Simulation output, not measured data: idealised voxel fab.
Process module, titled voxel self aligned contacts
It is cross-section cut that appears here, measuring 230 nm in width, its square cells being 5 nm in size.
Cross-sections here: square-cell grids, written as top-down lists of bands, a band being one or more rows of cells. Within each band entry, the heights of the top and of the bottom of the band appear first, in that order and in nm; the materials of the band then follow from left to right, each with its corresponding width in nm. The designation "edge to edge" on a single material indicates that it fills the band from edge to edge; the designation "air" indicates empty space. For the purposes of this specification, 0 denotes the height below which the wafer in its as-received condition is composed wholly of one material, and the lowermost band, lacking a lower limit, extends downward without end, as expressed in "from 0 down". Graded width ("30->40"): value in top row of band = first number; value in bottom row = second number; row-to-row change constant. Given "left unchanged" for a step, no cell of the cross-section differs between before and after that step. The entry titled "Enclosed empty spaces" provides the empty spaces that have no open way to the top, restricted to those of 8 cells or more. Each is presented as width x height at distance, the distance being measured from the left edge, with all three in nm. Step line, after settings: the simulator's comment on this step. "overlay nm" answers the question of how far to the right of plan the mask lay on a step that has a mask, and when it is negative the answer is to the left.
### List of planned process steps
1. op RECEIVE | material Si
2. op OXIDIZE | depth nm 5
3. op DIRECTIONAL_DEP | material polySi | thk nm 30
4. op DIRECTIONAL_DEP | material SiN | thk nm 25
5. op PATTERN | tone cover | mask id GATE | material resist | width nm 30 | pitch nm 65 | thk nm 20 | overlay nm 0
6. op DIRECTIONAL_ETCH | etch materials SiN | depth nm 15
7. op DIRECTIONAL_ETCH | etch materials polySi | depth nm 30
8. op STRIP | etch materials resist
9. op CONFORMAL_DEP | material SiN | thk nm 10
10. op DIRECTIONAL_ETCH | etch materials SiN | depth nm 10
11. op FILL_DEP | material SiO2 | thk nm 20
12. op CMP | height nm 65
13. op DIRECTIONAL_DEP | material aC | thk nm 15
14. op PATTERN | tone open | mask id CONTACT | material resist | width nm 45 | pitch nm 65 | thk nm 35 | overlay nm 0
15. op DIRECTIONAL_ETCH | etch materials aC | depth nm 15
16. op STRIP | etch materials resist
17. op DIRECTIONAL_ETCH | etch materials SiO2 | depth nm 70
18. op STRIP | etch materials aC
19. op CONFORMAL_DEP | material TiN | thk nm 5
20. op FILL_DEP | material W | thk nm 10
21. op CMP | height nm 65
22. op CONFORMAL_DEP | material SiCN | thk nm 5
Heads up: all these wafers start the same, and what changes between them is the depth nm in step 6. The value you see in the plan is just what the first wafer got.
### Cross-section, first of several wafers, as delivered after step 1
- from 0 down | Si edge to edge
- Enclosed empty spaces: none
### Cross-section after step 22, the final step of the module, for the first of several wafers
- from 70 to 65 | SiCN edge to edge
- from 65 to 55 | 60 of SiO2; 5->20 of TiN; 35->5 of W; 5->20 of TiN; 20 of SiO2; 5->20 of TiN; 35->5 of W; 5->20 of TiN; 60 of SiO2
- from 55 to 45 | 25 of SiO2; 50 of SiN; 5 of TiN; 5 of W; 5 of TiN; 50 of SiN; 5 of TiN; 5 of W; 5 of TiN; 50 of SiN; 25 of SiO2
- from 45 to 40 | 25 of SiO2; 50 of SiN; 15 of TiN; 50 of SiN; 15 of TiN; 50 of SiN; 25 of SiO2
- from 40 to 30 | SiN edge to edge
- from 30 to 0 | polySi edge to edge
- from 0 to -5 | SiO2 edge to edge
- from -5 down | Si edge to edge
- Enclosed empty spaces: none
### Module end, final wafer: cross-section
- from 70 to 65 | SiCN edge to edge
- from 65 to 55 | 60 of SiO2; 5->20 of TiN; 35->5 of W; 5->20 of TiN; 20 of SiO2; 5->20 of TiN; 35->5 of W; 5->20 of TiN; 60 of SiO2
- from 55 to 30 | 25 of SiO2; 50 of SiN; 5 of TiN; 5 of W; 5 of TiN; 50 of SiN; 5 of TiN; 5 of W; 5 of TiN; 50 of SiN; 25 of SiO2
- from 30 to 0 | 25 of SiO2; 10 of SiN; 30 of polySi; 10 of SiN; 5 of TiN; 5 of W; 5 of TiN; 10 of SiN; 30 of polySi; 10 of SiN; 5 of TiN; 5 of W; 5 of TiN; 10 of SiN; 30 of polySi; 10 of SiN; 25 of SiO2
- from 0 to -5 | 75 of SiO2; 15 of TiN; 50 of SiO2; 15 of TiN; 75 of SiO2
- from -5 down | Si edge to edge
- Enclosed empty spaces: none
### Here is how to read the rows: every wafer has a row, and it shows the wafer at the end of the module, giving for each material how many cells were gained (+) or lost (-) since the wafer was received, then listing its closed voids
depth nm 15 | -46 Si | +46 SiCN | +182 SiN | +132 SiO2 | +34 TiN | +20 W | +276 polySi | Enclosed empty spaces: none
depth nm 20 | -46 Si | +46 SiCN | +166 SiN | +142 SiO2 | +38 TiN | +22 W | +276 polySi | Enclosed empty spaces: none
depth nm 25 | -46 Si | +46 SiCN | +222 SiN | +206 SiO2 | +70 TiN | +38 W | +108 polySi | Enclosed empty spaces: none
depth nm 30 | -46 Si | +46 SiCN | +222 SiN | +206 SiO2 | +70 TiN | +38 W | +108 polySi | Enclosed empty spaces: none
depth nm 35 | -46 Si | +46 SiCN | +222 SiN | +206 SiO2 | +70 TiN | +38 W | +108 polySi | Enclosed empty spaces: none
depth nm 40 | -46 Si | +46 SiCN | +222 SiN | +206 SiO2 | +70 TiN | +38 W | +108 polySi | Enclosed empty spaces: none
